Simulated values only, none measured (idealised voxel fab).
process module | voxel double patterning
cross-section cut | 255 nm wide | cells 5 nm
A cross-section is a grid of square cells, given in bands from the top down. A band is one or more rows of cells.
Each band's line starts with the height of the band's top and of its bottom, in nm. Then come its materials from left to right, each with its width in nm. One material with "throughout" fills the band from edge to edge. "air" is empty space.
Height 0 is the level under which the wafer as received is all one material. The lowest band goes on downwards, as in "0 down".
A width such as "30 to 40" changes by the same amount from each row of cells to the next, from the band's top row to its bottom row.
"no change" after a step means that no cell of the cross-section changed.
closed voids: empty space of 8 cells or more with no open way to the top, each as width x height at its distance from the left edge, in nm
after a step's settings: what the simulator itself notes on the step
overlay nm, on a step with a mask: how far to the right of its planned place the mask lay; to the left if negative
plan
1 op RECEIVE | material Si
2 op CONFORMAL_DEP | material SiN | thk nm 10
3 op DIRECTIONAL_DEP | material SiO2 | thk nm 15
4 op DIRECTIONAL_DEP | material SiCN | thk nm 5
5 op DIRECTIONAL_DEP | material aC | thk nm 10
6 op PATTERN | tone open | mask id FIRST | material resist | width nm 15 | pitch nm 50 | thk nm 25 | overlay nm 0
7 op DIRECTIONAL_ETCH | etch materials aC | depth nm 10
8 op STRIP | etch materials resist
9 op DIRECTIONAL_ETCH | etch materials SiCN | depth nm 5
10 op STRIP | etch materials aC
11 op MASKED_ETCH | tone open | mask id SECOND | width nm 15 | etch materials SiCN | depth nm 5 | overlay nm 0
12 op DIRECTIONAL_ETCH | etch materials SiO2 | depth nm 15
13 op STRIP | etch materials SiCN
as received, after step 1
  0 down: Si throughout
  closed voids: none
first wafer at the end, as planned
  25 to 10: SiO2 95 | air 15 | SiO2 10 | air 15 | SiO2 10 | air 15 | SiO2 95
  10 to 0: SiN throughout
  0 down: Si throughout
  closed voids: none
second wafer at the end: like start, like plan, one mistake
  25 to 10: SiO2 95 | air 15 | SiO2 10 | air 20 | SiO2 5 | air 15 | SiO2 95
  10 to 0: SiN throughout
  0 down: Si throughout
  closed voids: none
what went wrong: step 11 ran as: op MASKED_ETCH | tone open | mask id SECOND | width nm 20 | etch materials SiCN | depth nm 5 | overlay nm 0
at the end the second wafer has, in cells: 3 fewer of SiO2
